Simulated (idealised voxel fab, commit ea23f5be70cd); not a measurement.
Process module name: voxel fin reveal
For reference, the cross-section in this document is cut, with width 160 nm and square cells of 5 nm.
A cross-section is written here as square cells arranged in a grid, and it is given in bands from the top down, each band taking up one or more rows of cells. Read a band's entry like this: the first values are the height of its top and the height of its bottom in nm, and what follows is the sequence of materials from left to right, each with its width in nm. Note that "blank" is empty space, and that a single material marked "edge to edge" reaches across the band from edge to edge. It should be noted that heights are counted from 0, beneath which the wafer as supplied is of one material throughout, and that the lowest band possesses no lower boundary but continues downward, as written in "0..down". Per-row width for "30->40": begins at first number (top row of band), ends at second number (bottom row), increment between rows held constant. No cell of the cross-section changed in a step that is given as "everything unchanged". In the "Closed void register" entry, you get each enclosed empty space of 8 cells or more, one with no open way to the top, written width x height at distance, distance from the left edge, in nm. What comes after the settings on a step's line is commentary from the simulator itself on that step. "overlay nm" on a masked step: distance the mask lay right of its planned place, negative for left.

**The process steps that were planned are listed below**
1: RECEIVE | material Si
2: CONFORMAL_DEP | material SiN | thk nm 5
3: PATTERN | tone cover | mask id FINS | material resist | width nm 15 | pitch nm 35 | thk nm 20 | overlay nm 0
4: DIRECTIONAL_ETCH | etch materials SiN | depth nm 5
5: DIRECTIONAL_ETCH | etch materials Si | depth nm 40
6: STRIP | etch materials resist
7: FILL_DEP | material SiO2 | thk nm 15
8: CMP | height nm -5
9: SELECTIVE_ETCH | etch materials SiO2 | depth nm 35
10: STRIP | etch materials SiN
Wafers differ in height nm at step 8; plan lists the first wafer's value; identical starting state.

**The first of several wafers in cross-section, exactly as it reached us after step 1**
    0..down: Si edge to edge
    Closed void register: none

**Per-wafer rows below. For each material: cells gained (+) or lost (-) since the wafer was received, as of end of module. Then: closed voids**
height nm -5 | -193 Si | Closed void register: none
height nm 0 | -184 Si | +23 SiO2 | Closed void register: none
height nm 5 | -184 Si | +46 SiO2 | Closed void register: none
height nm 10 | -184 Si | +69 SiO2 | Closed void register: none
height nm 15 | -184 Si | +92 SiO2 | Closed void register: none
height nm 20 | -184 Si | +115 SiO2 | Closed void register: none
